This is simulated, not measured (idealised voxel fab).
Process module under the name voxel self aligned vias
Xsec cut, 210 nm wide, square cell size 5 nm.
A cross-section is a grid of square cells, given in bands from the top down. A band is one or more rows of cells. In this notation a band is specified by the heights of its top and bottom, in that order and in nm, after which its materials appear from left to right, each paired with its width in nm. The word "full width" attached to a single material means that material fills the band from edge to edge; the word "blank" stands for empty space. Height 0 is the level under which the wafer as received is all one material. The lowest band goes on downwards, as in "from 0 down". Quick explanation for "30..40": the width changes in equal steps down the rows of cells, from the first number in the band's top row to the second number in its bottom row. Key: "no change" - step with no changed cell in the cross-section. "closed voids" contains a list of empty spaces, each no smaller than 8 cells and without an open way to the top, written in the form width x height at distance with the distance from the left edge and all three in nm. Read whatever lies past the settings on a step's line as the simulator's own remark about the step. You can add "overlay nm" to a step's line. For a step with a mask, it describes how far the mask lay to the right of its planned position, and a negative number describes a lay to the left.

plan
1. RECEIVE, material Si
2. CONFORMAL_DEP, material SiO2, thk nm 10
3. CONFORMAL_DEP, material SiCN, thk nm 5
4. DIRECTIONAL_DEP, material lowk, thk nm 25
5. MASKED_ETCH, tone open, mask id LINES, width nm 30, pitch nm 60, etch materials lowk, depth nm 25, overlay nm 0
6. CONFORMAL_DEP, material TiN, thk nm 5
7. FILL_DEP, material W, thk nm 10
8. CMP, height nm 40
9. SELECTIVE_ETCH, etch materials W Ru TiN, depth nm 10
10. FILL_DEP, material SiN, thk nm 10
11. CMP, height nm 40
12. DIRECTIONAL_DEP, material lowk, thk nm 20
13. MASKED_ETCH, tone open, mask id VIAS, width nm 40, pitch nm 60, etch materials lowk, depth nm 20, overlay nm 0
14. MASKED_ETCH, tone open, mask id VIAS, width nm 40, pitch nm 60, etch materials SiN, depth nm 10, overlay nm 0
15. CONFORMAL_DEP, material TiN, thk nm 5
16. FILL_DEP, material Ru, thk nm 5
17. CMP, height nm 60
18. CONFORMAL_DEP, material SiN, thk nm 5

So, the first of our two wafers, run just as we planned it

This is the cross-section of the wafer as we received it, i.e. after step 1
- from 0 down  Si full width
- closed voids: none

Cross-section of the wafer subsequent to step 2
- from 10 to 0  SiO2 full width
- Below 0, no change.

Cross-section of the wafer subsequent to step 3
- from 15 to 10  SiCN full width
- Below 10, no change.

Cross-section of the wafer subsequent to step 4
- from 40 to 15  lowk full width
- Below 15, no change.

Cross-section of the wafer subsequent to step 5
- from 40 to 15  lowk=30 / blank=30 / lowk=30 / blank=30 / lowk=30 / blank=30 / lowk=30
- Below 15, no change.

Cross-section of the wafer subsequent to step 6
- from 45 to 40  TiN=35 / blank=20 / TiN=40 / blank=20 / TiN=40 / blank=20 / TiN=35
- from 40 to 20  lowk=30 / TiN=5 / blank=20 / TiN=5 / lowk=30 / TiN=5 / blank=20 / TiN=5 / lowk=30 / TiN=5 / blank=20 / TiN=5 / lowk=30
- from 20 to 15  lowk=30 / TiN=30 / lowk=30 / TiN=30 / lowk=30 / TiN=30 / lowk=30
- Below 15, no change.

Cross-section of the wafer subsequent to step 7
- from 55 to 45  W full width
- from 45 to 40  TiN=35 / W=20 / TiN=40 / W=20 / TiN=40 / W=20 / TiN=35
- from 40 to 20  lowk=30 / TiN=5 / W=20 / TiN=5 / lowk=30 / TiN=5 / W=20 / TiN=5 / lowk=30 / TiN=5 / W=20 / TiN=5 / lowk=30
- Below 20, no change.

Cross-section of the wafer subsequent to step 8
- from 40 to 20  lowk=30 / TiN=5 / W=20 / TiN=5 / lowk=30 / TiN=5 / W=20 / TiN=5 / lowk=30 / TiN=5 / W=20 / TiN=5 / lowk=30
- Below 20, no change.

Cross-section of the wafer subsequent to step 9
- from 40 to 30  lowk=30 / blank=30 / lowk=30 / blank=30 / lowk=30 / blank=30 / lowk=30
- Below 30, no change.

Cross-section of the wafer subsequent to step 10
- from 50 to 40  SiN full width
- from 40 to 30  lowk=30 / SiN=30 / lowk=30 / SiN=30 / lowk=30 / SiN=30 / lowk=30
- Below 30, no change.

Cross-section of the wafer subsequent to step 11
- from 40 to 30  lowk=30 / SiN=30 / lowk=30 / SiN=30 / lowk=30 / SiN=30 / lowk=30
- Below 30, no change.

Cross-section of the wafer subsequent to step 12
- from 60 to 40  lowk full width
- Below 40, no change.

Cross-section of the wafer subsequent to step 13
- from 60 to 40  lowk=25 / blank=40 / lowk=20 / blank=40 / lowk=20 / blank=40 / lowk=25
- Below 40, no change.

Cross-section of the wafer subsequent to step 14
- from 60 to 40  lowk=25 / blank=40 / lowk=20 / blank=40 / lowk=20 / blank=40 / lowk=25
- from 40 to 30  lowk=30 / blank=30 / lowk=30 / blank=30 / lowk=30 / blank=30 / lowk=30
- Below 30, no change.

Cross-section of the wafer subsequent to step 15
- from 65 to 60  TiN=30 / blank=30 / TiN=30 / blank=30 / TiN=30 / blank=30 / TiN=30
- from 60 to 45  lowk=25 / TiN=5 / blank=30 / TiN=5 / lowk=20 / TiN=5 / blank=30 / TiN=5 / lowk=20 / TiN=5 / blank=30 / TiN=5 / lowk=25
- from 45 to 35  lowk=25..30 / TiN=10..5 / blank=20 / TiN=10..5 / lowk=20..30 / TiN=10..5 / blank=20 / TiN=10..5 / lowk=20..30 / TiN=10..5 / blank=20 / TiN=10..5 / lowk=25..30
- from 35 to 30  lowk=30 / TiN=30 / lowk=30 / TiN=30 / lowk=30 / TiN=30 / lowk=30
- Below 30, no change.

Cross-section of the wafer subsequent to step 16
- from 70 to 65  Ru full width
- from 65 to 60  TiN=30 / Ru=30 / TiN=30 / Ru=30 / TiN=30 / Ru=30 / TiN=30
- from 60 to 45  lowk=25 / TiN=5 / Ru=30 / TiN=5 / lowk=20 / TiN=5 / Ru=30 / TiN=5 / lowk=20 / TiN=5 / Ru=30 / TiN=5 / lowk=25
- from 45 to 35  lowk=25..30 / TiN=10..5 / Ru=20 / TiN=10..5 / lowk=20..30 / TiN=10..5 / Ru=20 / TiN=10..5 / lowk=20..30 / TiN=10..5 / Ru=20 / TiN=10..5 / lowk=25..30
- Below 35, no change.

Cross-section of the wafer subsequent to step 17
- from 60 to 45  lowk=25 / TiN=5 / Ru=30 / TiN=5 / lowk=20 / TiN=5 / Ru=30 / TiN=5 / lowk=20 / TiN=5 / Ru=30 / TiN=5 / lowk=25
- Below 45, no change.

Cross-section of the wafer subsequent to step 18
- from 65 to 60  SiN full width
- Below 60, no change.

The second wafer: identical to the first at the outset and in its planned sequence, differing only in that one mistake was made during processing; up to and including step 12, its path is the first wafer's path

Planned end of step 13: second wafer, cross-section
- from 60 to 40  blank=25 / lowk=40 / blank=20 / lowk=40 / blank=20 / lowk=40 / blank=25
- Below 40, no change.

Planned end of step 14: second wafer, cross-section: no change

Planned end of step 15: second wafer, cross-section
- from 65 to 60  blank=20 / TiN=50 / blank=10 / TiN=50 / blank=10 / TiN=50 / blank=20
- from 60 to 45  blank=20 / TiN=5 / lowk=40 / TiN=5 / blank=10 / TiN=5 / lowk=40 / TiN=5 / blank=10 / TiN=5 / lowk=40 / TiN=5 / blank=20
- from 45 to 40  TiN=25 / lowk=40 / TiN=20 / lowk=40 / TiN=20 / lowk=40 / TiN=25
- Below 40, no change.

Planned end of step 16: second wafer, cross-section
- from 70 to 65  Ru full width
- from 65 to 60  Ru=20 / TiN=50 / Ru=10 / TiN=50 / Ru=10 / TiN=50 / Ru=20
- from 60 to 45  Ru=20 / TiN=5 / lowk=40 / TiN=5 / Ru=10 / TiN=5 / lowk=40 / TiN=5 / Ru=10 / TiN=5 / lowk=40 / TiN=5 / Ru=20
- Below 45, no change.

Planned end of step 17: second wafer, cross-section
- from 60 to 45  Ru=20 / TiN=5 / lowk=40 / TiN=5 / Ru=10 / TiN=5 / lowk=40 / TiN=5 / Ru=10 / TiN=5 / lowk=40 / TiN=5 / Ru=20
- Below 45, no change.

Planned end of step 18: second wafer, cross-section
- from 65 to 60  SiN full width
- Below 60, no change.
It is concluded that the wafer was processed incorrectly with respect to the plan, in that heads up, step 13 didn't go per plan, it actually ran as MASKED_ETCH, tone cover, mask id VIAS, width nm 40, pitch nm 60, etch materials lowk, depth nm 20, overlay nm 0
The closing comparison, in cells, has the second wafer with more or fewer of some materials than the first: -42 Ru | +36 SiN | -18 TiN | +24 lowk
